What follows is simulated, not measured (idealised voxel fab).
process module | voxel lift off
cross-section cut | 220 nm wide | cells 5 nm
A cross-section is a grid of square cells, given in bands from the top down. A band is one or more rows of cells.
Each band's line starts with the height of the band's top and of its bottom, in nm. Then come its materials from left to right, each with its width in nm. One material with "throughout" fills the band from edge to edge. "air" is empty space.
Height 0 is the level under which the wafer as received is all one material. The lowest band goes on downwards, as in "0 down".
A width such as "30 to 40" changes by the same amount from each row of cells to the next, from the band's top row to its bottom row.
"no change" after a step means that no cell of the cross-section changed.
closed voids: empty space of 8 cells or more with no open way to the top, each as width x height at its distance from the left edge, in nm
after a step's settings: what the simulator itself notes on the step
overlay nm, on a step with a mask: how far to the right of its planned place the mask lay; to the left if negative
plan
1 op RECEIVE | material Si
2 op CONFORMAL_DEP | material SiO2 | thk nm 10
3 op PATTERN | tone open | mask id LINES | material resist | width nm 30 | pitch nm 50 | thk nm 25 | overlay nm 0
4 op DIRECTIONAL_DEP | material Ru | thk nm 15
5 op STRIP | etch materials resist
6 op CONFORMAL_DEP | material SiO2 | thk nm 5
as received, after step 1
  0 down: Si throughout
  closed voids: none
first wafer at the end, as planned
  30 to 25: air 65 | SiO2 40 | air 10 | SiO2 40 | air 65
  25 to 15: air 65 | SiO2 5 | Ru 30 | SiO2 5 | air 10 | SiO2 5 | Ru 30 | SiO2 5 | air 65
  15 to 10: SiO2 70 | Ru 30 | SiO2 20 | Ru 30 | SiO2 70
  10 to 0: SiO2 throughout
  0 down: Si throughout
  closed voids: none
second wafer at the end: like start, like plan, one mistake
  30 to 25: SiO2 75 | air 20 | SiO2 30 | air 20 | SiO2 75
  25 to 15: Ru 70 | SiO2 5 | air 20 | SiO2 5 | Ru 20 | SiO2 5 | air 20 | SiO2 5 | Ru 70
  15 to 10: Ru 70 | SiO2 30 | Ru 20 | SiO2 30 | Ru 70
  10 to 0: SiO2 throughout
  0 down: Si throughout
  closed voids: none
what went wrong: step 3 ran as: op PATTERN | tone cover | mask id LINES | material resist | width nm 30 | pitch nm 50 | thk nm 25 | overlay nm 0
at the end the second wafer has, in cells: 60 more of Ru
